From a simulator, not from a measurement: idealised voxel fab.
This is a process module. Its name is voxel fin reveal.
We display cut, a cross-section 150 nm in width whose square cells are each 5 nm.
Cross-section, as written here: a square-cell grid given band by band from the top down, where a band holds one or more rows of cells.
Read a band's entry like this: the first values are the height of its top and the height of its bottom in nm, and what follows is the sequence of materials from left to right, each with its width in nm. Note that "air" is empty space, and that a single material marked "everywhere" reaches across the band from edge to edge.
The level at which height equals 0 is the one under which the wafer, as it arrives, is entirely one material. No lower edge exists for the bottom band, which continues downward and is notated as in "top 0, no bottom".
It should be noted that a width expressed as "30..40" varies in equal increments from row to row of cells within the band, taking the value of the first number at the top row and that of the second number at the bottom row.
Take "no alterations made" at face value: in the step it is given for, the cross-section changed in none of its cells.
Reported under the label "Enclosed void inventory" are the empty spaces having no open way to the top and comprising 8 cells or more; the notation for each is width x height at distance, in which the distance is measured from the left edge and all three values are in nm.
Past the settings on a step's line: simulator remark, on that step.
Regarding "overlay nm": on a step with a mask, it is the distance the mask lay to the right of its planned place; a negative value places it to the left.
What follows is a series of pairs. Each pair shows a cross-section before one process step and the cross-section after it, and the after view is drawn only down to the lowest band that changed. Beneath each pair is the step that lies between the two, with its settings. Pairs may come from different runs of this module on the same starting wafer, so a pair continues from the one above it only where its entry headed "Pre-step condition" says so.
[Pre-step condition]
  top 0, no bottom: Si everywhere
  Enclosed void inventory: none
[Post-Step Geometry]
  top 10, bottom 0: SiN everywhere
  All layers under 0 are left as they were.
  Enclosed void inventory: none
Operation between the pre and post cross-sections above: CONFORMAL_DEP with material SiN, thk nm 10
Pre-step condition: the state before this step is the cross-section shown after the step in the pair just above.
[Post-Step Geometry]
  top 25, bottom 10: air 25 nm; resist 15 nm; air 25 nm; resist 15 nm; air 25 nm; resist 15 nm; air 30 nm
  All layers under 10 are left as they were.
  Enclosed void inventory: none
Operation between the pre and post cross-sections above: PATTERN with tone cover, mask id FINS, material resist, width nm 15, pitch nm 40, thk nm 15, overlay nm 0
Pre-step condition: the state before this step is the cross-section shown after the step in the pair just above.
[Post-Step Geometry]
  top 25, bottom 10: air 25 nm; resist 15 nm; air 25 nm; resist 15 nm; air 25 nm; resist 15 nm; air 30 nm
  top 10, bottom 0: air 25 nm; SiN 15 nm; air 25 nm; SiN 15 nm; air 25 nm; SiN 15 nm; air 30 nm
  All layers under 0 are left as they were.
  Enclosed void inventory: none
Operation between the pre and post cross-sections above: DIRECTIONAL_ETCH with etch materials SiN, depth nm 10
Pre-step condition: the state before this step is the cross-section shown after the step in the pair just above.
[Post-Step Geometry]
  top 25, bottom 10: air 25 nm; resist 15 nm; air 25 nm; resist 15 nm; air 25 nm; resist 15 nm; air 30 nm
  top 10, bottom 0: air 25 nm; SiN 15 nm; air 25 nm; SiN 15 nm; air 25 nm; SiN 15 nm; air 30 nm
  top 0, bottom -30: air 25 nm; Si 15 nm; air 25 nm; Si 15 nm; air 25 nm; Si 15 nm; air 30 nm
  All layers under -30 are left as they were.
  Enclosed void inventory: none
Operation between the pre and post cross-sections above: DIRECTIONAL_ETCH with etch materials Si, depth nm 30
Pre-step condition: the state before this step is the cross-section shown after the step in the pair just above.
[Post-Step Geometry]
  top 10, bottom 0: air 25 nm; SiN 15 nm; air 25 nm; SiN 15 nm; air 25 nm; SiN 15 nm; air 30 nm
  All layers under 0 are left as they were.
  Enclosed void inventory: none
Operation between the pre and post cross-sections above: STRIP with etch materials resist
Pre-step condition: the state before this step is the cross-section shown after the step in the pair just above.
[Post-Step Geometry]
  top 15, bottom 10: SiO2 everywhere
  top 10, bottom 0: SiO2 25 nm; SiN 15 nm; SiO2 25 nm; SiN 15 nm; SiO2 25 nm; SiN 15 nm; SiO2 30 nm
  top 0, bottom -30: SiO2 25 nm; Si 15 nm; SiO2 25 nm; Si 15 nm; SiO2 25 nm; Si 15 nm; SiO2 30 nm
  All layers under -30 are left as they were.
  Enclosed void inventory: none
Operation between the pre and post cross-sections above: FILL_DEP with material SiO2, thk nm 5
Pre-step condition: the state before this step is the cross-section shown after the step in the pair just above.
[Post-Step Geometry]
  top 10, bottom 0: SiO2 25 nm; SiN 15 nm; SiO2 25 nm; SiN 15 nm; SiO2 25 nm; SiN 15 nm; SiO2 30 nm
  All layers under 0 are left as they were.
  Enclosed void inventory: none
Operation between the pre and post cross-sections above: CMP with height nm 10
Pre-step condition: the state before this step is the cross-section shown after the step in the pair just above.
[Post-Step Geometry]
  top 10, bottom 0: air 25 nm; SiN 15 nm; air 25 nm; SiN 15 nm; air 25 nm; SiN 15 nm; air 30 nm
  top 0, bottom -15: air 25 nm; Si 15 nm; air 25 nm; Si 15 nm; air 25 nm; Si 15 nm; air 30 nm
  All layers under -15 are left as they were.
  Enclosed void inventory: none
Operation between the pre and post cross-sections above: SELECTIVE_ETCH with etch materials SiO2, depth nm 25
Pre-step condition: the state before this step is the cross-section shown after the step in the pair just above.
[Post-Step Geometry]
  top 0, bottom -15: air 25 nm; Si 15 nm; air 25 nm; Si 15 nm; air 25 nm; Si 15 nm; air 30 nm
  All layers under -15 are left as they were.
  Enclosed void inventory: none
Operation between the pre and post cross-sections above: STRIP with etch materials SiN
Pre-step condition: the state before this step is the cross-section shown after the step in the pair just above.
[Post-Step Geometry]
  top 5, bottom 0: air 20 nm; HfO2 25 nm; air 15 nm; HfO2 25 nm; air 15 nm; HfO2 25 nm; air 25 nm
  top 0, bottom -10: air 20 nm; HfO2 5 nm; Si 15 nm; HfO2 5 nm; air 15 nm; HfO2 5 nm; Si 15 nm; HfO2 5 nm; air 15 nm; HfO2 5 nm; Si 15 nm; HfO2 5 nm; air 25 nm
  top -10, bottom -15: HfO2 25 nm; Si 15 nm; HfO2 25 nm; Si 15 nm; HfO2 25 nm; Si 15 nm; HfO2 30 nm
  All layers under -15 are left as they were.
  Enclosed void inventory: none
Operation between the pre and post cross-sections above: CONFORMAL_DEP with material HfO2, thk nm 5
[Pre-step condition]
  top 25, bottom 10: air 25 nm; resist 15 nm; air 25 nm; resist 15 nm; air 25 nm; resist 15 nm; air 30 nm
  top 10, bottom 0: air 25 nm; SiN 15 nm; air 25 nm; SiN 15 nm; air 25 nm; SiN 15 nm; air 30 nm
  top 0, bottom -30: air 25 nm; Si 15 nm; air 25 nm; Si 15 nm; air 25 nm; Si 15 nm; air 30 nm
  top -30, no bottom: Si everywhere
  Enclosed void inventory: none
[Post-Step Geometry]
  top 25, bottom 10: air 25 nm; resist 15 nm; air 25 nm; resist 15 nm; air 25 nm; resist 15 nm; air 30 nm
  top 10, bottom 0: air 25 nm; SiN 15 nm; air 25 nm; SiN 15 nm; air 25 nm; SiN 15 nm; air 30 nm
  top 0, bottom -60: air 25 nm; Si 15 nm; air 25 nm; Si 15 nm; air 25 nm; Si 15 nm; air 30 nm
  All layers under -60 are left as they were.
  Enclosed void inventory: none
Operation between the pre and post cross-sections above: DIRECTIONAL_ETCH with etch materials Si, depth nm 30
Pre-step condition: the state before this step is the cross-section shown after the step in the pair just above.
[Post-Step Geometry]
  top 10, bottom 0: air 25 nm; SiN 15 nm; air 25 nm; SiN 15 nm; air 25 nm; SiN 15 nm; air 30 nm
  All layers under 0 are left as they were.
  Enclosed void inventory: none
Operation between the pre and post cross-sections above: STRIP with etch materials resist
Pre-step condition: the state before this step is the cross-section shown after the step in the pair just above.
[Post-Step Geometry]
  top 15, bottom 10: SiO2 everywhere
  top 10, bottom 0: SiO2 25 nm; SiN 15 nm; SiO2 25 nm; SiN 15 nm; SiO2 25 nm; SiN 15 nm; SiO2 30 nm
  top 0, bottom -60: SiO2 25 nm; Si 15 nm; SiO2 25 nm; Si 15 nm; SiO2 25 nm; Si 15 nm; SiO2 30 nm
  All layers under -60 are left as they were.
  Enclosed void inventory: none
Operation between the pre and post cross-sections above: FILL_DEP with material SiO2, thk nm 5
Pre-step condition: the state before this step is the cross-section shown after the step in the pair just above.
[Post-Step Geometry]
  top 10, bottom 0: SiO2 25 nm; SiN 15 nm; SiO2 25 nm; SiN 15 nm; SiO2 25 nm; SiN 15 nm; SiO2 30 nm
  All layers under 0 are left as they were.
  Enclosed void inventory: none
Operation between the pre and post cross-sections above: CMP with height nm 10
Pre-step condition: the state before this step is the cross-section shown after the step in the pair just above.
[Post-Step Geometry]
  top 10, bottom 0: air 25 nm; SiN 15 nm; air 25 nm; SiN 15 nm; air 25 nm; SiN 15 nm; air 30 nm
  top 0, bottom -15: air 25 nm; Si 15 nm; air 25 nm; Si 15 nm; air 25 nm; Si 15 nm; air 30 nm
  All layers under -15 are left as they were.
  Enclosed void inventory: none
Operation between the pre and post cross-sections above: SELECTIVE_ETCH with etch materials SiO2, depth nm 25
Pre-step condition: the state before this step is the cross-section shown after the step in the pair just above.
[Post-Step Geometry]
  top 0, bottom -15: air 25 nm; Si 15 nm; air 25 nm; Si 15 nm; air 25 nm; Si 15 nm; air 30 nm
  All layers under -15 are left as they were.
  Enclosed void inventory: none
Operation between the pre and post cross-sections above: STRIP with etch materials SiN
Pre-step condition: the state before this step is the cross-section shown after the step in the pair just above.
[Post-Step Geometry]
  top 5, bottom 0: air 20 nm; HfO2 25 nm; air 15 nm; HfO2 25 nm; air 15 nm; HfO2 25 nm; air 25 nm
  top 0, bottom -10: air 20 nm; HfO2 5 nm; Si 15 nm; HfO2 5 nm; air 15 nm; HfO2 5 nm; Si 15 nm; HfO2 5 nm; air 15 nm; HfO2 5 nm; Si 15 nm; HfO2 5 nm; air 25 nm
  top -10, bottom -15: HfO2 25 nm; Si 15 nm; HfO2 25 nm; Si 15 nm; HfO2 25 nm; Si 15 nm; HfO2 30 nm
  All layers under -15 are left as they were.
  Enclosed void inventory: none
Operation between the pre and post cross-sections above: CONFORMAL_DEP with material HfO2, thk nm 5
[Pre-step condition]
  top 10, bottom 0: SiO2 25 nm; SiN 15 nm; SiO2 25 nm; SiN 15 nm; SiO2 25 nm; SiN 15 nm; SiO2 30 nm
  top 0, bottom -30: SiO2 25 nm; Si 15 nm; SiO2 25 nm; Si 15 nm; SiO2 25 nm; Si 15 nm; SiO2 30 nm
  top -30, no bottom: Si everywhere
  Enclosed void inventory: none
[Post-Step Geometry]
  top 10, bottom 0: SiO2 25 nm; air 15 nm; SiO2 25 nm; air 15 nm; SiO2 25 nm; air 15 nm; SiO2 30 nm
  All layers under 0 are left as they were.
  Enclosed void inventory: none
Operation between the pre and post cross-sections above: STRIP with etch materials SiN
Pre-step condition: the state before this step is the cross-section shown after the step in the pair just above.
[Post-Step Geometry]
  top 0, bottom -15: air 25 nm; Si 15 nm; air 25 nm; Si 15 nm; air 25 nm; Si 15 nm; air 30 nm
  top -15, bottom -25: air 25 nm; Si 15 nm; air 25 nm; Si 15 nm; air 25 nm; Si 15 nm; air 25 nm; SiO2 5 nm
  All layers under -25 are left as they were.
  Enclosed void inventory: none
Operation between the pre and post cross-sections above: SELECTIVE_ETCH with etch materials SiO2, depth nm 25
Pre-step condition: the state before this step is the cross-section shown after the step in the pair just above.
[Post-Step Geometry]
  top 5, bottom 0: air 20 nm; HfO2 25 nm; air 15 nm; HfO2 25 nm; air 15 nm; HfO2 25 nm; air 25 nm
  top 0, bottom -10: air 20 nm; HfO2 5 nm; Si 15 nm; HfO2 5 nm; air 15 nm; HfO2 5 nm; Si 15 nm; HfO2 5 nm; air 15 nm; HfO2 5 nm; Si 15 nm; HfO2 5 nm; air 25 nm
  top -10, bottom -15: air 20 nm; HfO2 5 nm; Si 15 nm; HfO2 5 nm; air 15 nm; HfO2 5 nm; Si 15 nm; HfO2 5 nm; air 15 nm; HfO2 5 nm; Si 15 nm; HfO2 5 nm; air 15 nm; HfO2 10 nm
  top -15, bottom -20: air 20 nm; HfO2 5 nm; Si 15 nm; HfO2 5 nm; air 15 nm; HfO2 5 nm; Si 15 nm; HfO2 5 nm; air 15 nm; HfO2 5 nm; Si 15 nm; HfO2 5 nm; air 15 nm; HfO2 5 nm; SiO2 5 nm
  top -20, bottom -25: HfO2 25 nm; Si 15 nm; HfO2 25 nm; Si 15 nm; HfO2 25 nm; Si 15 nm; HfO2 25 nm; SiO2 5 nm
  All layers under -25 are left as they were.
  Enclosed void inventory: none
Operation between the pre and post cross-sections above: CONFORMAL_DEP with material HfO2, thk nm 5
[Pre-step condition]
  top 0, bottom -15: air 25 nm; Si 15 nm; air 25 nm; Si 15 nm; air 25 nm; Si 15 nm; air 30 nm
  top -15, bottom -30: SiO2 25 nm; Si 15 nm; SiO2 25 nm; Si 15 nm; SiO2 25 nm; Si 15 nm; SiO2 30 nm
  top -30, no bottom: Si everywhere
  Enclosed void inventory: none
[Post-Step Geometry]
  top 15, bottom 0: air 10 nm; HfO2 125 nm; air 15 nm
  top 0, bottom -15: HfO2 25 nm; Si 15 nm; HfO2 25 nm; Si 15 nm; HfO2 25 nm; Si 15 nm; HfO2 30 nm
  All layers under -15 are left as they were.
  Enclosed void inventory: none
Operation between the pre and post cross-sections above: CONFORMAL_DEP with material HfO2, thk nm 15
[Pre-step condition]
  top 10, bottom 0: SiN everywhere
  top 0, no bottom: Si everywhere
  Enclosed void inventory: none
[Post-Step Geometry]
  top 25, bottom 10: air 20 nm; resist 25 nm; air 15 nm; resist 25 nm; air 15 nm; resist 25 nm; air 25 nm
  All layers under 10 are left as they were.
  Enclosed void inventory: none
Operation between the pre and post cross-sections above: PATTERN with tone cover, mask id FINS, material resist, width nm 25, pitch nm 40, thk nm 15, overlay nm 0
Pre-step condition: the state before this step is the cross-section shown after the step in the pair just above.
[Post-Step Geometry]
  top 25, bottom 10: air 20 nm; resist 25 nm; air 15 nm; resist 25 nm; air 15 nm; resist 25 nm; air 25 nm
  top 10, bottom 0: air 20 nm; SiN 25 nm; air 15 nm; SiN 25 nm; air 15 nm; SiN 25 nm; air 25 nm
  All layers under 0 are left as they were.
  Enclosed void inventory: none
Operation between the pre and post cross-sections above: DIRECTIONAL_ETCH with etch materials SiN, depth nm 10
Pre-step condition: the state before this step is the cross-section shown after the step in the pair just above.
[Post-Step Geometry]
  top 25, bottom 10: air 20 nm; resist 25 nm; air 15 nm; resist 25 nm; air 15 nm; resist 25 nm; air 25 nm
  top 10, bottom 0: air 20 nm; SiN 25 nm; air 15 nm; SiN 25 nm; air 15 nm; SiN 25 nm; air 25 nm
  top 0, bottom -30: air 20 nm; Si 25 nm; air 15 nm; Si 25 nm; air 15 nm; Si 25 nm; air 25 nm
  All layers under -30 are left as they were.
  Enclosed void inventory: none
Operation between the pre and post cross-sections above: DIRECTIONAL_ETCH with etch materials Si, depth nm 30
Pre-step condition: the state before this step is the cross-section shown after the step in the pair just above.
[Post-Step Geometry]
  top 10, bottom 0: air 20 nm; SiN 25 nm; air 15 nm; SiN 25 nm; air 15 nm; SiN 25 nm; air 25 nm
  All layers under 0 are left as they were.
  Enclosed void inventory: none
Operation between the pre and post cross-sections above: STRIP with etch materials resist
Pre-step condition: the state before this step is the cross-section shown after the step in the pair just above.
[Post-Step Geometry]
  top 15, bottom 10: SiO2 everywhere
  top 10, bottom 0: SiO2 20 nm; SiN 25 nm; SiO2 15 nm; SiN 25 nm; SiO2 15 nm; SiN 25 nm; SiO2 25 nm
  top 0, bottom -30: SiO2 20 nm; Si 25 nm; SiO2 15 nm; Si 25 nm; SiO2 15 nm; Si 25 nm; SiO2 25 nm
  All layers under -30 are left as they were.
  Enclosed void inventory: none
Operation between the pre and post cross-sections above: FILL_DEP with material SiO2, thk nm 5
Pre-step condition: the state before this step is the cross-section shown after the step in the pair just above.
[Post-Step Geometry]
  top 10, bottom 0: SiO2 20 nm; SiN 25 nm; SiO2 15 nm; SiN 25 nm; SiO2 15 nm; SiN 25 nm; SiO2 25 nm
  All layers under 0 are left as they were.
  Enclosed void inventory: none
Operation between the pre and post cross-sections above: CMP with height nm 10
Pre-step condition: the state before this step is the cross-section shown after the step in the pair just above.
[Post-Step Geometry]
  top 10, bottom 0: air 20 nm; SiN 25 nm; air 15 nm; SiN 25 nm; air 15 nm; SiN 25 nm; air 25 nm
  top 0, bottom -15: air 20 nm; Si 25 nm; air 15 nm; Si 25 nm; air 15 nm; Si 25 nm; air 25 nm
  All layers under -15 are left as they were.
  Enclosed void inventory: none
Operation between the pre and post cross-sections above: SELECTIVE_ETCH with etch materials SiO2, depth nm 25
Pre-step condition: the state before this step is the cross-section shown after the step in the pair just above.
[Post-Step Geometry]
  top 0, bottom -15: air 20 nm; Si 25 nm; air 15 nm; Si 25 nm; air 15 nm; Si 25 nm; air 25 nm
  All layers under -15 are left as they were.
  Enclosed void inventory: none
Operation between the pre and post cross-sections above: STRIP with etch materials SiN
Pre-step condition: the state before this step is the cross-section shown after the step in the pair just above.
[Post-Step Geometry]
  top 5, bottom 0: air 15 nm; HfO2 35 nm; air 5 nm; HfO2 35 nm; air 5 nm; HfO2 35 nm; air 20 nm
  top 0, bottom -10: air 15 nm; HfO2 5 nm; Si 25 nm; HfO2 5 nm; air 5 nm; HfO2 5 nm; Si 25 nm; HfO2 5 nm; air 5 nm; HfO2 5 nm; Si 25 nm; HfO2 5 nm; air 20 nm
  top -10, bottom -15: HfO2 20 nm; Si 25 nm; HfO2 15 nm; Si 25 nm; HfO2 15 nm; Si 25 nm; HfO2 25 nm
  All layers under -15 are left as they were.
  Enclosed void inventory: none
Operation between the pre and post cross-sections above: CONFORMAL_DEP with material HfO2, thk nm 5
[Pre-step condition]
  top 10, bottom 0: SiN everywhere
  top 0, no bottom: Si everywhere
  Enclosed void inventory: none
[Post-Step Geometry]
  top 25, bottom 10: air 30 nm; resist 15 nm; air 25 nm; resist 15 nm; air 25 nm; resist 15 nm; air 25 nm
  All layers under 10 are left as they were.
  Enclosed void inventory: none
Operation between the pre and post cross-sections above: PATTERN with tone cover, mask id FINS, material resist, width nm 15, pitch nm 40, thk nm 15, overlay nm 5
Pre-step condition: the state before this step is the cross-section shown after the step in the pair just above.
[Post-Step Geometry]
  top 25, bottom 10: air 30 nm; resist 15 nm; air 25 nm; resist 15 nm; air 25 nm; resist 15 nm; air 25 nm
  top 10, bottom 0: air 30 nm; SiN 15 nm; air 25 nm; SiN 15 nm; air 25 nm; SiN 15 nm; air 25 nm
  All layers under 0 are left as they were.
  Enclosed void inventory: none
Operation between the pre and post cross-sections above: DIRECTIONAL_ETCH with etch materials SiN, depth nm 10
Pre-step condition: the state before this step is the cross-section shown after the step in the pair just above.
[Post-Step Geometry]
  top 25, bottom 10: air 30 nm; resist 15 nm; air 25 nm; resist 15 nm; air 25 nm; resist 15 nm; air 25 nm
  top 10, bottom 0: air 30 nm; SiN 15 nm; air 25 nm; SiN 15 nm; air 25 nm; SiN 15 nm; air 25 nm
  top 0, bottom -30: air 30 nm; Si 15 nm; air 25 nm; Si 15 nm; air 25 nm; Si 15 nm; air 25 nm
  All layers under -30 are left as they were.
  Enclosed void inventory: none
Operation between the pre and post cross-sections above: DIRECTIONAL_ETCH with etch materials Si, depth nm 30
Pre-step condition: the state before this step is the cross-section shown after the step in the pair just above.
[Post-Step Geometry]
  top 10, bottom 0: air 30 nm; SiN 15 nm; air 25 nm; SiN 15 nm; air 25 nm; SiN 15 nm; air 25 nm
  All layers under 0 are left as they were.
  Enclosed void inventory: none
Operation between the pre and post cross-sections above: STRIP with etch materials resist
Pre-step condition: the state before this step is the cross-section shown after the step in the pair just above.
[Post-Step Geometry]
  top 15, bottom 10: SiO2 everywhere
  top 10, bottom 0: SiO2 30 nm; SiN 15 nm; SiO2 25 nm; SiN 15 nm; SiO2 25 nm; SiN 15 nm; SiO2 25 nm
  top 0, bottom -30: SiO2 30 nm; Si 15 nm; SiO2 25 nm; Si 15 nm; SiO2 25 nm; Si 15 nm; SiO2 25 nm
  All layers under -30 are left as they were.
  Enclosed void inventory: none
Operation between the pre and post cross-sections above: FILL_DEP with material SiO2, thk nm 5
Pre-step condition: the state before this step is the cross-section shown after the step in the pair just above.
[Post-Step Geometry]
  top 10, bottom 0: SiO2 30 nm; SiN 15 nm; SiO2 25 nm; SiN 15 nm; SiO2 25 nm; SiN 15 nm; SiO2 25 nm
  All layers under 0 are left as they were.
  Enclosed void inventory: none
Operation between the pre and post cross-sections above: CMP with height nm 10
Pre-step condition: the state before this step is the cross-section shown after the step in the pair just above.
[Post-Step Geometry]
  top 10, bottom 0: air 30 nm; SiN 15 nm; air 25 nm; SiN 15 nm; air 25 nm; SiN 15 nm; air 25 nm
  top 0, bottom -15: air 30 nm; Si 15 nm; air 25 nm; Si 15 nm; air 25 nm; Si 15 nm; air 25 nm
  All layers under -15 are left as they were.
  Enclosed void inventory: none
Operation between the pre and post cross-sections above: SELECTIVE_ETCH with etch materials SiO2, depth nm 25
Pre-step condition: the state before this step is the cross-section shown after the step in the pair just above.
[Post-Step Geometry]
  top 0, bottom -15: air 30 nm; Si 15 nm; air 25 nm; Si 15 nm; air 25 nm; Si 15 nm; air 25 nm
  All layers under -15 are left as they were.
  Enclosed void inventory: none
Operation between the pre and post cross-sections above: STRIP with etch materials SiN
Pre-step condition: the state before this step is the cross-section shown after the step in the pair just above.
[Post-Step Geometry]
  top 5, bottom 0: air 25 nm; HfO2 25 nm; air 15 nm; HfO2 25 nm; air 15 nm; HfO2 25 nm; air 20 nm
  top 0, bottom -10: air 25 nm; HfO2 5 nm; Si 15 nm; HfO2 5 nm; air 15 nm; HfO2 5 nm; Si 15 nm; HfO2 5 nm; air 15 nm; HfO2 5 nm; Si 15 nm; HfO2 5 nm; air 20 nm
  top -10, bottom -15: HfO2 30 nm; Si 15 nm; HfO2 25 nm; Si 15 nm; HfO2 25 nm; Si 15 nm; HfO2 25 nm
  All layers under -15 are left as they were.
  Enclosed void inventory: none
Operation between the pre and post cross-sections above: CONFORMAL_DEP with material HfO2, thk nm 5
[Pre-step condition]
  top 0, bottom -15: air 25 nm; Si 15 nm; air 25 nm; Si 15 nm; air 25 nm; Si 15 nm; air 30 nm
  top -15, bottom -30: SiO2 25 nm; Si 15 nm; SiO2 25 nm; Si 15 nm; SiO2 25 nm; Si 15 nm; SiO2 30 nm
  top -30, no bottom: Si everywhere
  Enclosed void inventory: none
[Post-Step Geometry]
  top 5, bottom 0: air 20 nm; SiN 25 nm; air 15 nm; SiN 25 nm; air 15 nm; SiN 25 nm; air 25 nm
  top 0, bottom -10: air 20 nm; SiN 5 nm; Si 15 nm; SiN 5 nm; air 15 nm; SiN 5 nm; Si 15 nm; SiN 5 nm; air 15 nm; SiN 5 nm; Si 15 nm; SiN 5 nm; air 25 nm
  top -10, bottom -15: SiN 25 nm; Si 15 nm; SiN 25 nm; Si 15 nm; SiN 25 nm; Si 15 nm; SiN 30 nm
  All layers under -15 are left as they were.
  Enclosed void inventory: none
Operation between the pre and post cross-sections above: CONFORMAL_DEP with material SiN, thk nm 5
[Pre-step condition]
  top 10, bottom 0: SiN everywhere
  top 0, no bottom: Si everywhere
  Enclosed void inventory: none
[Post-Step Geometry]
  top 25, bottom 10: resist 25 nm; air 15 nm; resist 25 nm; air 15 nm; resist 25 nm; air 15 nm; resist 30 nm
  All layers under 10 are left as they were.
  Enclosed void inventory: none
Operation between the pre and post cross-sections above: PATTERN with tone open, mask id FINS, material resist, width nm 15, pitch nm 40, thk nm 15, overlay nm 0
Pre-step condition: the state before this step is the cross-section shown after the step in the pair just above.
[Post-Step Geometry]
  top 25, bottom 10: resist 25 nm; air 15 nm; resist 25 nm; air 15 nm; resist 25 nm; air 15 nm; resist 30 nm
  top 10, bottom 0: SiN 25 nm; air 15 nm; SiN 25 nm; air 15 nm; SiN 25 nm; air 15 nm; SiN 30 nm
  All layers under 0 are left as they were.
  Enclosed void inventory: none
Operation between the pre and post cross-sections above: DIRECTIONAL_ETCH with etch materials SiN, depth nm 10
Pre-step condition: the state before this step is the cross-section shown after the step in the pair just above.
[Post-Step Geometry]
  top 25, bottom 10: resist 25 nm; air 15 nm; resist 25 nm; air 15 nm; resist 25 nm; air 15 nm; resist 30 nm
  top 10, bottom 0: SiN 25 nm; air 15 nm; SiN 25 nm; air 15 nm; SiN 25 nm; air 15 nm; SiN 30 nm
  top 0, bottom -30: Si 25 nm; air 15 nm; Si 25 nm; air 15 nm; Si 25 nm; air 15 nm; Si 30 nm
  All layers under -30 are left as they were.
  Enclosed void inventory: none
Operation between the pre and post cross-sections above: DIRECTIONAL_ETCH with etch materials Si, depth nm 30
Pre-step condition: the state before this step is the cross-section shown after the step in the pair just above.
[Post-Step Geometry]
  top 10, bottom 0: SiN 25 nm; air 15 nm; SiN 25 nm; air 15 nm; SiN 25 nm; air 15 nm; SiN 30 nm
  All layers under 0 are left as they were.
  Enclosed void inventory: none
Operation between the pre and post cross-sections above: STRIP with etch materials resist
Pre-step condition: the state before this step is the cross-section shown after the step in the pair just above.
[Post-Step Geometry]
  top 15, bottom 10: SiO2 everywhere
  top 10, bottom 0: SiN 25 nm; SiO2 15 nm; SiN 25 nm; SiO2 15 nm; SiN 25 nm; SiO2 15 nm; SiN 30 nm
  top 0, bottom -30: Si 25 nm; SiO2 15 nm; Si 25 nm; SiO2 15 nm; Si 25 nm; SiO2 15 nm; Si 30 nm
  All layers under -30 are left as they were.
  Enclosed void inventory: none
Operation between the pre and post cross-sections above: FILL_DEP with material SiO2, thk nm 5
Pre-step condition: the state before this step is the cross-section shown after the step in the pair just above.
[Post-Step Geometry]
  top 10, bottom 0: SiN 25 nm; SiO2 15 nm; SiN 25 nm; SiO2 15 nm; SiN 25 nm; SiO2 15 nm; SiN 30 nm
  All layers under 0 are left as they were.
  Enclosed void inventory: none
Operation between the pre and post cross-sections above: CMP with height nm 10
Pre-step condition: the state before this step is the cross-section shown after the step in the pair just above.
[Post-Step Geometry]
  top 10, bottom 0: SiN 25 nm; air 15 nm; SiN 25 nm; air 15 nm; SiN 25 nm; air 15 nm; SiN 30 nm
  top 0, bottom -15: Si 25 nm; air 15 nm; Si 25 nm; air 15 nm; Si 25 nm; air 15 nm; Si 30 nm
  All layers under -15 are left as they were.
  Enclosed void inventory: none
Operation between the pre and post cross-sections above: SELECTIVE_ETCH with etch materials SiO2, depth nm 25
Pre-step condition: the state before this step is the cross-section shown after the step in the pair just above.
[Post-Step Geometry]
  top 0, bottom -15: Si 25 nm; air 15 nm; Si 25 nm; air 15 nm; Si 25 nm; air 15 nm; Si 30 nm
  All layers under -15 are left as they were.
  Enclosed void inventory: none
Operation between the pre and post cross-sections above: STRIP with etch materials SiN
Pre-step condition: the state before this step is the cross-section shown after the step in the pair just above.
[Post-Step Geometry]
  top 5, bottom 0: HfO2 30 nm; air 5 nm; HfO2 35 nm; air 5 nm; HfO2 35 nm; air 5 nm; HfO2 35 nm
  top 0, bottom -10: Si 25 nm; HfO2 5 nm; air 5 nm; HfO2 5 nm; Si 25 nm; HfO2 5 nm; air 5 nm; HfO2 5 nm; Si 25 nm; HfO2 5 nm; air 5 nm; HfO2 5 nm; Si 30 nm
  top -10, bottom -15: Si 25 nm; HfO2 15 nm; Si 25 nm; HfO2 15 nm; Si 25 nm; HfO2 15 nm; Si 30 nm
  All layers under -15 are left as they were.
  Enclosed void inventory: none
Operation between the pre and post cross-sections above: CONFORMAL_DEP with material HfO2, thk nm 5
